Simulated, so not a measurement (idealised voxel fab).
process module | voxel capacitor over wiring
300 nm wide, 5 nm square cells: that's cross-section cut.
Heads up, the way a cross-section reads in here is a grid of square cells, handed over as bands from the top down, with every band being one or more rows of cells. The band entry comprises the height of the band's top followed by the height of its bottom, expressed in nm, and subsequently the band's materials from left to right, each stated together with its width in nm. Where a single material is marked with the word "throughout", that material fills the band from edge to edge. The word "air" represents empty space. For the purposes of this specification, 0 denotes the height below which the wafer in its as-received condition is composed wholly of one material, and the lowermost band, lacking a lower limit, extends downward without end, as expressed in "0 and below". Per-row width for "30..40": begins at first number (top row of band), ends at second number (bottom row), increment between rows held constant. "stayed the same" (step): cross-section cells unchanged, all of them. In "Closed cavity list" the enclosed voids are listed, meaning empty spaces of 8 cells or larger without any opening to the top. The form is width x height at distance, distance from the left edge, units nm. That trailing text on a step's line, after the settings, is the simulator's own remark on the step. The optional step-line setting "overlay nm" applies to steps with a mask and quantifies how far to the right of its planned location the mask lay, a negative value indicating leftward placement.
PLANNED STEP LIST FOR THE PROCESS
1,RECEIVE (material Si)
2,CONFORMAL_DEP (material SiO2; thk nm 10)
3,DIRECTIONAL_DEP (material TiN; thk nm 5)
4,DIRECTIONAL_DEP (material W; thk nm 25)
5,PATTERN (tone cover; mask id METAL_1; material resist; width nm 20; pitch nm 85; thk nm 20; overlay nm -15)
6,DIRECTIONAL_ETCH (etch materials W; depth nm 25)
7,DIRECTIONAL_ETCH (etch materials TiN; depth nm 5)
8,STRIP (etch materials resist)
9,FILL_DEP (material SiO2; thk nm 10)
10,CMP (height nm 40)
11,CONFORMAL_DEP (material SiCN; thk nm 5)
12,DIRECTIONAL_DEP (material SiO2; thk nm 20)
13,DIRECTIONAL_DEP (material aC; thk nm 15)
14,PATTERN (tone open; mask id PLUG_1; material resist; width nm 15; thk nm 35; overlay nm 0)
15,DIRECTIONAL_ETCH (etch materials aC; depth nm 15)
16,STRIP (etch materials resist)
17,DIRECTIONAL_ETCH (etch materials SiO2; depth nm 20)
18,DIRECTIONAL_ETCH (etch materials SiCN; depth nm 5)
19,STRIP (etch materials aC)
20,CONFORMAL_DEP (material TiN; thk nm 5)
21,FILL_DEP (material Cu; thk nm 10)
22,CMP (height nm 65)
23,DIRECTIONAL_DEP (material TiN; thk nm 10)
24,DIRECTIONAL_DEP (material Al2O3; thk nm 5)
25,DIRECTIONAL_DEP (material TiN; thk nm 5)
26,DIRECTIONAL_DEP (material aC; thk nm 10)
27,PATTERN (tone cover; mask id UPPER_PLATE; material resist; width nm 70; thk nm 30; overlay nm 0)
28,DIRECTIONAL_ETCH (etch materials aC; depth nm 10)
29,STRIP (etch materials resist)
30,DIRECTIONAL_ETCH (etch materials TiN; depth nm 5)
31,DIRECTIONAL_ETCH (etch materials Al2O3; depth nm 5)
32,STRIP (etch materials aC)
33,DIRECTIONAL_DEP (material aC; thk nm 10)
34,PATTERN (tone cover; mask id LOWER_PLATE; material resist; width nm 80; thk nm 30; overlay nm 0)
35,DIRECTIONAL_ETCH (etch materials aC; depth nm 10)
36,STRIP (etch materials resist)
37,DIRECTIONAL_ETCH (etch materials TiN; depth nm 10)
38,STRIP (etch materials aC)
39,FILL_DEP (material SiO2; thk nm 20)
40,CMP (height nm 100)
41,PATTERN (tone open; mask id PLUG_2; material resist; width nm 15; thk nm 15; overlay nm 0)
42,DIRECTIONAL_ETCH (etch materials SiO2; depth nm 15)
43,STRIP (etch materials resist)
44,CONFORMAL_DEP (material TiN; thk nm 5)
45,FILL_DEP (material W; thk nm 10)
46,CMP (height nm 100)
47,CONFORMAL_DEP (material SiCN; thk nm 5)
Wafer-to-wafer difference: overlay nm, step 5. Common start. Plan = first wafer's value.
THIS IS HOW THE FIRST OF SEVERAL WAFERS LOOKED IN CROSS-SECTION WHEN IT ARRIVED, WHICH IS AFTER STEP 1
0 and below: Si throughout
Closed cavity list: none
BASICALLY EACH WAFER GETS A LINE IN THE TABLE, SHOWING IT AT THE END OF THE MODULE: MATERIAL BY MATERIAL, THE CELLS IT GAINED (+) OR LOST (-) SINCE WE GOT IT, THEN ITS CLOSED VOIDS
overlay nm -15, +14 Al2O3, +4 Cu, +117 SiCN, +1011 SiO2, +72 TiN, +42 W, Closed cavity list: none
overlay nm -10, +14 Al2O3, +4 Cu, +117 SiCN, +1011 SiO2, +72 TiN, +42 W, Closed cavity list: none
overlay nm -5, +14 Al2O3, +4 Cu, +117 SiCN, +1011 SiO2, +72 TiN, +42 W, Closed cavity list: none
overlay nm 0, +14 Al2O3, +4 Cu, +117 SiCN, +1011 SiO2, +72 TiN, +42 W, Closed cavity list: none
overlay nm 5, +14 Al2O3, +4 Cu, +117 SiCN, +1011 SiO2, +72 TiN, +42 W, Closed cavity list: none
overlay nm 10, +14 Al2O3, +4 Cu, +117 SiCN, +1011 SiO2, +72 TiN, +42 W, Closed cavity list: none
overlay nm 15, +14 Al2O3, +4 Cu, +117 SiCN, +1011 SiO2, +72 TiN, +42 W, Closed cavity list: none
